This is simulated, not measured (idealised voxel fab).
Name of the process module below: voxel self aligned vias
FYI the section here is cut, 255 nm wide, cells are 5 nm squares.
Cross-section spec: square-cell grid; bands listed top down; each band is one or more rows. It is stipulated that each band's entry specify, in nanometres, the height of the top of the band and then that of its bottom, followed by the materials of the band in left-to-right sequence, each together with its width in nanometres. A single material marked by the word "edge to edge" is understood to fill the band from edge to edge; the word "air" is understood to denote empty space. Heights are expressed relative to 0, this being the level below which the as-received wafer comprises one material exclusively. The lowest band is unbounded in the downward direction and is denoted as in "z 0 and below". Think of "30->40" as a width that walks from the first number to the second as you go down the band, top row to bottom row, taking equal-sized steps from row to row. Given "stayed the same" for a step, no cell of the cross-section differs between before and after that step. Entry "Trapped void list" = empty spaces >= 8 cells with no open way to the top; each as width x height at distance, distance from left edge, all nm. Read whatever lies past the settings on a step's line as the simulator's own remark about the step. overlay nm, on a step with a mask: how far to the right of its planned place the mask lay; to the left if negative.
### These are the steps we planned for the process
1: RECEIVE: material Si
2: CONFORMAL_DEP: material SiO2, thk nm 10
3: CONFORMAL_DEP: material SiCN, thk nm 5
4: DIRECTIONAL_DEP: material lowk, thk nm 30
5: PATTERN: tone open, mask id LINES, material resist, width nm 25, pitch nm 70, thk nm 15, overlay nm 0
6: DIRECTIONAL_ETCH: etch materials lowk, depth nm 30
7: STRIP: etch materials resist
8: CONFORMAL_DEP: material TiN, thk nm 5
9: FILL_DEP: material Ru, thk nm 5
10: CMP: height nm 45
11: SELECTIVE_ETCH: etch materials W Ru TiN, depth nm 5
12: FILL_DEP: material SiN, thk nm 10
13: CMP: height nm 45
14: DIRECTIONAL_DEP: material lowk, thk nm 15
15: DIRECTIONAL_DEP: material aC, thk nm 10
16: PATTERN: tone open, mask id VIAS, material resist, width nm 45, thk nm 30, overlay nm 0
17: DIRECTIONAL_ETCH: etch materials aC, depth nm 10
18: STRIP: etch materials resist
19: DIRECTIONAL_ETCH: etch materials lowk, depth nm 15
20: DIRECTIONAL_ETCH: etch materials SiN, depth nm 5
21: STRIP: etch materials aC
22: CONFORMAL_DEP: material TiN, thk nm 5
23: FILL_DEP: material Ru, thk nm 5
24: CMP: height nm 60
25: CONFORMAL_DEP: material SiN, thk nm 5
### This is the cross-section of the wafer as we received it, i.e. after step 1
- z 0 and below  Si edge to edge
- Trapped void list: none
### Starting wafer: above. Plan: above. Run: one mistake. Cross-section after the module: below
- z 65 to 60  SiN edge to edge
- z 60 to 50  70 lowk; 5 TiN; 35 Ru; 5 TiN; 140 lowk
- z 50 to 45  70 lowk; 45 TiN; 140 lowk
- z 45 to 40  70 SiN; 10 TiN; 25 lowk; 10 TiN; 35 SiN; 25 lowk; 80 SiN
- z 40 to 20  75 Ru; 5 TiN; 25 lowk; 5 TiN; 35 Ru; 5 TiN; 25 lowk; 5 TiN; 75 Ru
- z 20 to 15  80 TiN; 25 lowk; 45 TiN; 25 lowk; 80 TiN
- z 15 to 10  SiCN edge to edge
- z 10 to 0  SiO2 edge to edge
- z 0 and below  Si edge to edge
- Trapped void list: none
Want to know what went wrong? planned and actual differ for step 5; actual: PATTERN: tone cover, mask id LINES, material resist, width nm 25, pitch nm 70, thk nm 15, overlay nm 0
